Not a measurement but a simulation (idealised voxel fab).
Process module in this document: voxel self aligned contacts
For reference, the cross-section in this document is cut, with width 170 nm and square cells of 5 nm.
Reading order for cross-sections: top band down to bottom band. Underlying form: a grid of square cells. Band size: one or more rows of cells.
Heads up on the band format: heights come first, top then bottom, in nm. After that it's the materials left to right, each with its width in nm. A single material flagged "all across" fills the whole band edge to edge, and "blank" means there's empty space there.
Height reference: 0 = level under which incoming wafer is all one material. Lowest band: no bottom, runs on downward, e.g. "z 0 and below".
You'd read "30->40" like this: the band's top row of cells is as wide as the first number, its bottom row is as wide as the second, and going down, every row changes width by the same amount as the row before did.
"no modifications" (step): cross-section cells unchanged, all of them.
"Trapped voids" - sealed voids, min. 8 cells, no opening to top; format: width x height at distance (distance from left edge; nm throughout).
Read whatever lies past the settings on a step's line as the simulator's own remark about the step.
"overlay nm" on a masked step: distance the mask lay right of its planned place, negative for left.
## Steps in the process plan
1. RECEIVE [material Si]
2. CONFORMAL_DEP [material SiO2] [thk nm 5]
3. DIRECTIONAL_DEP [material polySi] [thk nm 30]
4. DIRECTIONAL_DEP [material SiN] [thk nm 20]
5. DIRECTIONAL_DEP [material aC] [thk nm 10]
6. PATTERN [tone cover] [mask id GATE] [material resist] [width nm 30] [pitch nm 60] [thk nm 25] [overlay nm 0]
7. DIRECTIONAL_ETCH [etch materials aC] [depth nm 10]
8. STRIP [etch materials resist]
9. DIRECTIONAL_ETCH [etch materials SiN] [depth nm 20]
10. DIRECTIONAL_ETCH [etch materials polySi] [depth nm 30]
11. STRIP [etch materials aC]
12. CONFORMAL_DEP [material SiN] [thk nm 5]
13. DIRECTIONAL_ETCH [etch materials SiN] [depth nm 5]
14. FILL_DEP [material SiO2] [thk nm 10]
15. CMP [height nm 60]
16. PATTERN [tone open] [mask id CONTACT] [material resist] [width nm 40] [thk nm 15] [overlay nm 0]
17. DIRECTIONAL_ETCH [etch materials SiO2] [depth nm 60]
18. STRIP [etch materials resist]
19. CONFORMAL_DEP [material TiN] [thk nm 5]
20. FILL_DEP [material W] [thk nm 5]
21. CMP [height nm 60]
22. CONFORMAL_DEP [material SiN] [thk nm 5]
## Concerning the first of two wafers, which was run in accordance with the plan
## Incoming wafer in cross-section (state: after step 1)
z 0 and below: Si all across
Trapped voids: none
## Cross-section of the wafer after step 2
z 5 to 0: SiO2 all across
Nothing below the height 0 has changed.
## Cross-section of the wafer after step 3
z 35 to 5: polySi all across
Nothing below the height 5 has changed.
## Cross-section of the wafer after step 4
z 55 to 35: SiN all across
Nothing below the height 35 has changed.
## Cross-section of the wafer after step 5
z 65 to 55: aC all across
Nothing below the height 55 has changed.
## Cross-section of the wafer after step 6
z 90 to 65: 40 nm blank | 30 nm resist | 30 nm blank | 30 nm resist | 40 nm blank
Nothing below the height 65 has changed.
## Cross-section of the wafer after step 7
z 80 to 65: 40 nm blank | 30 nm resist | 30 nm blank | 30 nm resist | 40 nm blank
z 65 to 55: 40 nm blank | 30 nm aC | 30 nm blank | 30 nm aC | 40 nm blank
Nothing below the height 55 has changed.
## Cross-section of the wafer after step 8
z 65 to 55: 40 nm blank | 30 nm aC | 30 nm blank | 30 nm aC | 40 nm blank
Nothing below the height 55 has changed.
## Cross-section of the wafer after step 9
z 65 to 55: 40 nm blank | 30 nm aC | 30 nm blank | 30 nm aC | 40 nm blank
z 55 to 35: 40 nm blank | 30 nm SiN | 30 nm blank | 30 nm SiN | 40 nm blank
Nothing below the height 35 has changed.
## Cross-section of the wafer after step 10
z 65 to 55: 40 nm blank | 30 nm aC | 30 nm blank | 30 nm aC | 40 nm blank
z 55 to 35: 40 nm blank | 30 nm SiN | 30 nm blank | 30 nm SiN | 40 nm blank
z 35 to 5: 40 nm blank | 30 nm polySi | 30 nm blank | 30 nm polySi | 40 nm blank
Nothing below the height 5 has changed.
## Cross-section of the wafer after step 11
z 55 to 35: 40 nm blank | 30 nm SiN | 30 nm blank | 30 nm SiN | 40 nm blank
Nothing below the height 35 has changed.
## Cross-section of the wafer after step 12
z 60 to 35: 35 nm blank | 40 nm SiN | 20 nm blank | 40 nm SiN | 35 nm blank
z 35 to 10: 35 nm blank | 5 nm SiN | 30 nm polySi | 5 nm SiN | 20 nm blank | 5 nm SiN | 30 nm polySi | 5 nm SiN | 35 nm blank
z 10 to 5: 40 nm SiN | 30 nm polySi | 30 nm SiN | 30 nm polySi | 40 nm SiN
Nothing below the height 5 has changed.
## Cross-section of the wafer after step 13
z 55 to 35: 35 nm blank | 40 nm SiN | 20 nm blank | 40 nm SiN | 35 nm blank
z 35 to 5: 35 nm blank | 5 nm SiN | 30 nm polySi | 5 nm SiN | 20 nm blank | 5 nm SiN | 30 nm polySi | 5 nm SiN | 35 nm blank
Nothing below the height 5 has changed.
## Cross-section of the wafer after step 14
z 65 to 55: SiO2 all across
z 55 to 35: 35 nm SiO2 | 40 nm SiN | 20 nm SiO2 | 40 nm SiN | 35 nm SiO2
z 35 to 5: 35 nm SiO2 | 5 nm SiN | 30 nm polySi | 5 nm SiN | 20 nm SiO2 | 5 nm SiN | 30 nm polySi | 5 nm SiN | 35 nm SiO2
Nothing below the height 5 has changed.
## Cross-section of the wafer after step 15
z 60 to 55: SiO2 all across
Nothing below the height 55 has changed.
## Cross-section of the wafer after step 16
z 75 to 60: 65 nm resist | 40 nm blank | 65 nm resist
Nothing below the height 60 has changed.
## Cross-section of the wafer after step 17
z 75 to 60: 65 nm resist | 40 nm blank | 65 nm resist
z 60 to 55: 65 nm SiO2 | 40 nm blank | 65 nm SiO2
z 55 to 35: 35 nm SiO2 | 40 nm SiN | 20 nm blank | 40 nm SiN | 35 nm SiO2
z 35 to 5: 35 nm SiO2 | 5 nm SiN | 30 nm polySi | 5 nm SiN | 20 nm blank | 5 nm SiN | 30 nm polySi | 5 nm SiN | 35 nm SiO2
z 5 to 0: 75 nm SiO2 | 20 nm blank | 75 nm SiO2
Nothing below the height 0 has changed.
## Cross-section of the wafer after step 18
z 60 to 55: 65 nm SiO2 | 40 nm blank | 65 nm SiO2
Nothing below the height 55 has changed.
## Cross-section of the wafer after step 19
z 65 to 60: 70 nm TiN | 30 nm blank | 70 nm TiN
z 60 to 55: 65 nm SiO2 | 15 nm TiN | 10 nm blank | 15 nm TiN | 65 nm SiO2
z 55 to 35: 35 nm SiO2 | 40 nm SiN | 5 nm TiN | 10 nm blank | 5 nm TiN | 40 nm SiN | 35 nm SiO2
z 35 to 5: 35 nm SiO2 | 5 nm SiN | 30 nm polySi | 5 nm SiN | 5 nm TiN | 10 nm blank | 5 nm TiN | 5 nm SiN | 30 nm polySi | 5 nm SiN | 35 nm SiO2
z 5 to 0: 75 nm SiO2 | 20 nm TiN | 75 nm SiO2
Nothing below the height 0 has changed.
## Cross-section of the wafer after step 20
z 70 to 65: W all across
z 65 to 60: 70 nm TiN | 30 nm W | 70 nm TiN
z 60 to 55: 65 nm SiO2 | 15 nm TiN | 10 nm W | 15 nm TiN | 65 nm SiO2
z 55 to 35: 35 nm SiO2 | 40 nm SiN | 5 nm TiN | 10 nm W | 5 nm TiN | 40 nm SiN | 35 nm SiO2
z 35 to 5: 35 nm SiO2 | 5 nm SiN | 30 nm polySi | 5 nm SiN | 5 nm TiN | 10 nm W | 5 nm TiN | 5 nm SiN | 30 nm polySi | 5 nm SiN | 35 nm SiO2
Nothing below the height 5 has changed.
## Cross-section of the wafer after step 21
z 60 to 55: 65 nm SiO2 | 15 nm TiN | 10 nm W | 15 nm TiN | 65 nm SiO2
Nothing below the height 55 has changed.
## Cross-section of the wafer after step 22
z 65 to 60: SiN all across
Nothing below the height 60 has changed.
## Wafer two. Same start, same plan, one slip in execution. Same as wafer one through step 16, inclusive
## Cross-sectional view of the second wafer at the intended end time of process step 17
z 75 to 60: 65 nm resist | 40 nm blank | 65 nm resist
z 60 to 55: 65 nm SiO2 | 40 nm blank | 65 nm SiO2
z 55 to 35: 35 nm SiO2 | 40 nm SiN | 20 nm blank | 40 nm SiN | 35 nm SiO2
z 35 to 10: 35 nm SiO2 | 5 nm SiN | 30 nm polySi | 5 nm SiN | 20 nm blank | 5 nm SiN | 30 nm polySi | 5 nm SiN | 35 nm SiO2
Nothing below the height 10 has changed.
## Cross-sectional view of the second wafer at the intended end time of process step 18
z 60 to 55: 65 nm SiO2 | 40 nm blank | 65 nm SiO2
Nothing below the height 55 has changed.
## Cross-sectional view of the second wafer at the intended end time of process step 19
z 65 to 60: 70 nm TiN | 30 nm blank | 70 nm TiN
z 60 to 55: 65 nm SiO2 | 15 nm TiN | 10 nm blank | 15 nm TiN | 65 nm SiO2
z 55 to 35: 35 nm SiO2 | 40 nm SiN | 5 nm TiN | 10 nm blank | 5 nm TiN | 40 nm SiN | 35 nm SiO2
z 35 to 15: 35 nm SiO2 | 5 nm SiN | 30 nm polySi | 5 nm SiN | 5 nm TiN | 10 nm blank | 5 nm TiN | 5 nm SiN | 30 nm polySi | 5 nm SiN | 35 nm SiO2
z 15 to 10: 35 nm SiO2 | 5 nm SiN | 30 nm polySi | 5 nm SiN | 20 nm TiN | 5 nm SiN | 30 nm polySi | 5 nm SiN | 35 nm SiO2
Nothing below the height 10 has changed.
## Cross-sectional view of the second wafer at the intended end time of process step 20
z 70 to 65: W all across
z 65 to 60: 70 nm TiN | 30 nm W | 70 nm TiN
z 60 to 55: 65 nm SiO2 | 15 nm TiN | 10 nm W | 15 nm TiN | 65 nm SiO2
z 55 to 35: 35 nm SiO2 | 40 nm SiN | 5 nm TiN | 10 nm W | 5 nm TiN | 40 nm SiN | 35 nm SiO2
z 35 to 15: 35 nm SiO2 | 5 nm SiN | 30 nm polySi | 5 nm SiN | 5 nm TiN | 10 nm W | 5 nm TiN | 5 nm SiN | 30 nm polySi | 5 nm SiN | 35 nm SiO2
Nothing below the height 15 has changed.
## Cross-sectional view of the second wafer at the intended end time of process step 21
z 60 to 55: 65 nm SiO2 | 15 nm TiN | 10 nm W | 15 nm TiN | 65 nm SiO2
Nothing below the height 55 has changed.
## Cross-sectional view of the second wafer at the intended end time of process step 22
z 65 to 60: SiN all across
Nothing below the height 60 has changed.
What was done differently from what was planned? step 17, actual vs plan mismatch, actual run DIRECTIONAL_ETCH [etch materials SiO2] [depth nm 50]
In the final state, the cell counts of the second wafer exceed or fall short of those of the first for the following materials: 8 more of SiO2, 4 fewer of TiN, 4 fewer of W
